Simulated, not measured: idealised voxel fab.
This section sets out a process module, namely voxel self aligned vias.
Xsec cut, 270 nm wide, square cell size 5 nm.
Square cells in a grid make up a cross-section in this document, and the grid is given as bands, listed from the top down, each one or more rows of cells.
Heights first: top, then bottom, in nm. Then materials, left to right, each with a width in nm. "full width" on a single material: fills the band edge to edge. "air": empty space.
Convention: height 0 is the level below which the wafer, as received, is all one material. The lowest band does not terminate at the bottom but continues downward, represented as "0 down".
With a width like "30 to 40", each row of cells in the band differs from the next by the same amount, the top row carrying the first number and the bottom row the second.
Basically "nothing got changed" means that step didn't change any cell in the cross-section.
Empty spaces without an open route to the top, at least 8 cells in extent, make up the entry "Enclosed void catalog"; each is given as width x height at distance, where the distance is measured from the left edge, and all are in nm.
Formally, on a step line, whatever follows the settings is a remark that the simulator itself makes on the step.
Regarding "overlay nm": on a step with a mask, it is the distance the mask lay to the right of its planned place; a negative value places it to the left.

## Set out below are the planned steps of the process
1 RECEIVE, material Si
2 CONFORMAL_DEP, material SiO2, thk nm 10
3 CONFORMAL_DEP, material SiCN, thk nm 5
4 DIRECTIONAL_DEP, material SiO2, thk nm 30
5 PATTERN, tone open, mask id LINES, material resist, width nm 20, pitch nm 55, thk nm 15, overlay nm 0
6 DIRECTIONAL_ETCH, etch materials SiO2, depth nm 30
7 STRIP, etch materials resist
8 CONFORMAL_DEP, material TiN, thk nm 5
9 FILL_DEP, material W, thk nm 10
10 CMP, height nm 45
11 SELECTIVE_ETCH, etch materials W Ru TiN, depth nm 5
12 FILL_DEP, material SiN, thk nm 5
13 CMP, height nm 45
14 DIRECTIONAL_DEP, material SiO2, thk nm 15
15 DIRECTIONAL_DEP, material aC, thk nm 10
16 PATTERN, tone open, mask id VIAS, material resist, width nm 40, pitch nm 110, thk nm 25, overlay nm 0
17 DIRECTIONAL_ETCH, etch materials aC, depth nm 10
18 STRIP, etch materials resist
19 DIRECTIONAL_ETCH, etch materials SiO2, depth nm 15
20 DIRECTIONAL_ETCH, etch materials SiN, depth nm 5
21 STRIP, etch materials aC
22 CONFORMAL_DEP, material TiN, thk nm 5
23 FILL_DEP, material Cu, thk nm 5
24 CMP, height nm 60
25 CONFORMAL_DEP, material SiN, thk nm 5

## The first of two wafers, run as planned

## Cross-section, incoming material, after step 1
	0 down = Si full width
	Enclosed void catalog: none

## Sectional view: wafer, after step 2
	10 to 0 = SiO2 full width
	Unchanged below 0.

## Sectional view: wafer, after step 3
	15 to 10 = SiCN full width
	Unchanged below 10.

## Sectional view: wafer, after step 4
	45 to 15 = SiO2 full width
	Unchanged below 15.

## Sectional view: wafer, after step 5
	60 to 45 = resist (70), air (20), resist (35), air (20), resist (35), air (20), resist (70)
	Unchanged below 45.

## Sectional view: wafer, after step 6
	60 to 45 = resist (70), air (20), resist (35), air (20), resist (35), air (20), resist (70)
	45 to 15 = SiO2 (70), air (20), SiO2 (35), air (20), SiO2 (35), air (20), SiO2 (70)
	Unchanged below 15.

## Sectional view: wafer, after step 7
	45 to 15 = SiO2 (70), air (20), SiO2 (35), air (20), SiO2 (35), air (20), SiO2 (70)
	Unchanged below 15.

## Sectional view: wafer, after step 8
	50 to 45 = TiN (75), air (10), TiN (45), air (10), TiN (45), air (10), TiN (75)
	45 to 20 = SiO2 (70), TiN (5), air (10), TiN (5), SiO2 (35), TiN (5), air (10), TiN (5), SiO2 (35), TiN (5), air (10), TiN (5), SiO2 (70)
	20 to 15 = SiO2 (70), TiN (20), SiO2 (35), TiN (20), SiO2 (35), TiN (20), SiO2 (70)
	Unchanged below 15.

## Sectional view: wafer, after step 9
	60 to 50 = W full width
	50 to 45 = TiN (75), W (10), TiN (45), W (10), TiN (45), W (10), TiN (75)
	45 to 20 = SiO2 (70), TiN (5), W (10), TiN (5), SiO2 (35), TiN (5), W (10), TiN (5), SiO2 (35), TiN (5), W (10), TiN (5), SiO2 (70)
	Unchanged below 20.

## Sectional view: wafer, after step 10
	45 to 20 = SiO2 (70), TiN (5), W (10), TiN (5), SiO2 (35), TiN (5), W (10), TiN (5), SiO2 (35), TiN (5), W (10), TiN (5), SiO2 (70)
	Unchanged below 20.

## Sectional view: wafer, after step 11
	45 to 40 = SiO2 (70), air (20), SiO2 (35), air (20), SiO2 (35), air (20), SiO2 (70)
	Unchanged below 40.

## Sectional view: wafer, after step 12
	50 to 45 = SiN full width
	45 to 40 = SiO2 (70), SiN (20), SiO2 (35), SiN (20), SiO2 (35), SiN (20), SiO2 (70)
	Unchanged below 40.

## Sectional view: wafer, after step 13
	45 to 40 = SiO2 (70), SiN (20), SiO2 (35), SiN (20), SiO2 (35), SiN (20), SiO2 (70)
	Unchanged below 40.

## Sectional view: wafer, after step 14
	60 to 45 = SiO2 full width
	Unchanged below 45.

## Sectional view: wafer, after step 15
	70 to 60 = aC full width
	Unchanged below 60.

## Sectional view: wafer, after step 16
	95 to 70 = resist (60), air (40), resist (70), air (40), resist (60)
	Unchanged below 70.

## Sectional view: wafer, after step 17
	85 to 70 = resist (60), air (40), resist (70), air (40), resist (60)
	70 to 60 = aC (60), air (40), aC (70), air (40), aC (60)
	Unchanged below 60.

## Sectional view: wafer, after step 18
	70 to 60 = aC (60), air (40), aC (70), air (40), aC (60)
	Unchanged below 60.

## Sectional view: wafer, after step 19
	70 to 60 = aC (60), air (40), aC (70), air (40), aC (60)
	60 to 45 = SiO2 (60), air (40), SiO2 (70), air (40), SiO2 (60)
	Unchanged below 45.

## Sectional view: wafer, after step 20
	70 to 60 = aC (60), air (40), aC (70), air (40), aC (60)
	60 to 45 = SiO2 (60), air (40), SiO2 (70), air (40), SiO2 (60)
	45 to 40 = SiO2 (70), air (20), SiO2 (35), SiN (20), SiO2 (35), air (20), SiO2 (70)
	Unchanged below 40.

## Sectional view: wafer, after step 21
	60 to 45 = SiO2 (60), air (40), SiO2 (70), air (40), SiO2 (60)
	Unchanged below 45.

## Sectional view: wafer, after step 22
	65 to 60 = TiN (65), air (30), TiN (80), air (30), TiN (65)
	60 to 50 = SiO2 (60), TiN (5), air (30), TiN (5), SiO2 (70), TiN (5), air (30), TiN (5), SiO2 (60)
	50 to 45 = SiO2 (60), TiN (15), air (10), TiN (15), SiO2 (70), TiN (15), air (10), TiN (15), SiO2 (60)
	45 to 40 = SiO2 (70), TiN (20), SiO2 (35), SiN (20), SiO2 (35), TiN (20), SiO2 (70)
	Unchanged below 40.

## Sectional view: wafer, after step 23
	70 to 65 = Cu full width
	65 to 60 = TiN (65), Cu (30), TiN (80), Cu (30), TiN (65)
	60 to 50 = SiO2 (60), TiN (5), Cu (30), TiN (5), SiO2 (70), TiN (5), Cu (30), TiN (5), SiO2 (60)
	50 to 45 = SiO2 (60), TiN (15), Cu (10), TiN (15), SiO2 (70), TiN (15), Cu (10), TiN (15), SiO2 (60)
	Unchanged below 45.

## Sectional view: wafer, after step 24
	60 to 50 = SiO2 (60), TiN (5), Cu (30), TiN (5), SiO2 (70), TiN (5), Cu (30), TiN (5), SiO2 (60)
	Unchanged below 50.

## Sectional view: wafer, after step 25
	65 to 60 = SiN full width
	Unchanged below 60.

## The second wafer: identical to the first at the outset and in its planned sequence, differing only in that one mistake was made during processing; up to and including step 2, its path is the first wafer's path

Planned end of step 3: second wafer, cross-section: nothing got changed

## Planned end of step 4: second wafer, cross-section
	40 to 0 = SiO2 full width
	Unchanged below 0.

## Planned end of step 5: second wafer, cross-section
	55 to 40 = resist (70), air (20), resist (35), air (20), resist (35), air (20), resist (70)
	Unchanged below 40.

## Planned end of step 6: second wafer, cross-section
	55 to 40 = resist (70), air (20), resist (35), air (20), resist (35), air (20), resist (70)
	40 to 10 = SiO2 (70), air (20), SiO2 (35), air (20), SiO2 (35), air (20), SiO2 (70)
	Unchanged below 10.

## Planned end of step 7: second wafer, cross-section
	40 to 10 = SiO2 (70), air (20), SiO2 (35), air (20), SiO2 (35), air (20), SiO2 (70)
	Unchanged below 10.

## Planned end of step 8: second wafer, cross-section
	45 to 40 = TiN (75), air (10), TiN (45), air (10), TiN (45), air (10), TiN (75)
	40 to 15 = SiO2 (70), TiN (5), air (10), TiN (5), SiO2 (35), TiN (5), air (10), TiN (5), SiO2 (35), TiN (5), air (10), TiN (5), SiO2 (70)
	15 to 10 = SiO2 (70), TiN (20), SiO2 (35), TiN (20), SiO2 (35), TiN (20), SiO2 (70)
	Unchanged below 10.

## Planned end of step 9: second wafer, cross-section
	55 to 45 = W full width
	45 to 40 = TiN (75), W (10), TiN (45), W (10), TiN (45), W (10), TiN (75)
	40 to 15 = SiO2 (70), TiN (5), W (10), TiN (5), SiO2 (35), TiN (5), W (10), TiN (5), SiO2 (35), TiN (5), W (10), TiN (5), SiO2 (70)
	Unchanged below 15.

## Planned end of step 10: second wafer, cross-section
	45 to 40 = TiN (75), W (10), TiN (45), W (10), TiN (45), W (10), TiN (75)
	Unchanged below 40.

## Planned end of step 11: second wafer, cross-section
	40 to 15 = SiO2 (70), TiN (5), W (10), TiN (5), SiO2 (35), TiN (5), W (10), TiN (5), SiO2 (35), TiN (5), W (10), TiN (5), SiO2 (70)
	Unchanged below 15.

## Planned end of step 12: second wafer, cross-section
	45 to 40 = SiN full width
	Unchanged below 40.

Planned end of step 13: second wafer, cross-section: nothing got changed

## Planned end of step 14: second wafer, cross-section
	60 to 45 = SiO2 full width
	Unchanged below 45.

## Planned end of step 15: second wafer, cross-section
	70 to 60 = aC full width
	Unchanged below 60.

## Planned end of step 16: second wafer, cross-section
	95 to 70 = resist (60), air (40), resist (70), air (40), resist (60)
	Unchanged below 70.

## Planned end of step 17: second wafer, cross-section
	85 to 70 = resist (60), air (40), resist (70), air (40), resist (60)
	70 to 60 = aC (60), air (40), aC (70), air (40), aC (60)
	Unchanged below 60.

## Planned end of step 18: second wafer, cross-section
	70 to 60 = aC (60), air (40), aC (70), air (40), aC (60)
	Unchanged below 60.

## Planned end of step 19: second wafer, cross-section
	70 to 60 = aC (60), air (40), aC (70), air (40), aC (60)
	60 to 45 = SiO2 (60), air (40), SiO2 (70), air (40), SiO2 (60)
	Unchanged below 45.

## Planned end of step 20: second wafer, cross-section
	70 to 60 = aC (60), air (40), aC (70), air (40), aC (60)
	60 to 45 = SiO2 (60), air (40), SiO2 (70), air (40), SiO2 (60)
	45 to 40 = SiN (60), air (40), SiN (70), air (40), SiN (60)
	Unchanged below 40.

## Planned end of step 21: second wafer, cross-section
	60 to 45 = SiO2 (60), air (40), SiO2 (70), air (40), SiO2 (60)
	Unchanged below 45.

## Planned end of step 22: second wafer, cross-section
	65 to 60 = TiN (65), air (30), TiN (80), air (30), TiN (65)
	60 to 45 = SiO2 (60), TiN (5), air (30), TiN (5), SiO2 (70), TiN (5), air (30), TiN (5), SiO2 (60)
	45 to 40 = SiN (60), TiN (40), SiN (70), TiN (40), SiN (60)
	Unchanged below 40.

## Planned end of step 23: second wafer, cross-section
	70 to 65 = Cu full width
	65 to 60 = TiN (65), Cu (30), TiN (80), Cu (30), TiN (65)
	60 to 45 = SiO2 (60), TiN (5), Cu (30), TiN (5), SiO2 (70), TiN (5), Cu (30), TiN (5), SiO2 (60)
	Unchanged below 45.

## Planned end of step 24: second wafer, cross-section
	60 to 45 = SiO2 (60), TiN (5), Cu (30), TiN (5), SiO2 (70), TiN (5), Cu (30), TiN (5), SiO2 (60)
	Unchanged below 45.

## Planned end of step 25: second wafer, cross-section
	65 to 60 = SiN full width
	Unchanged below 60.
what went wrong: plan step 3 never ran because it was skipped
Bottom line after processing is that, in cells, the second wafer is up or down on some materials versus the first: 8 more of Cu; 54 fewer of SiCN; 34 more of SiN; 6 more of TiN; 6 more of W
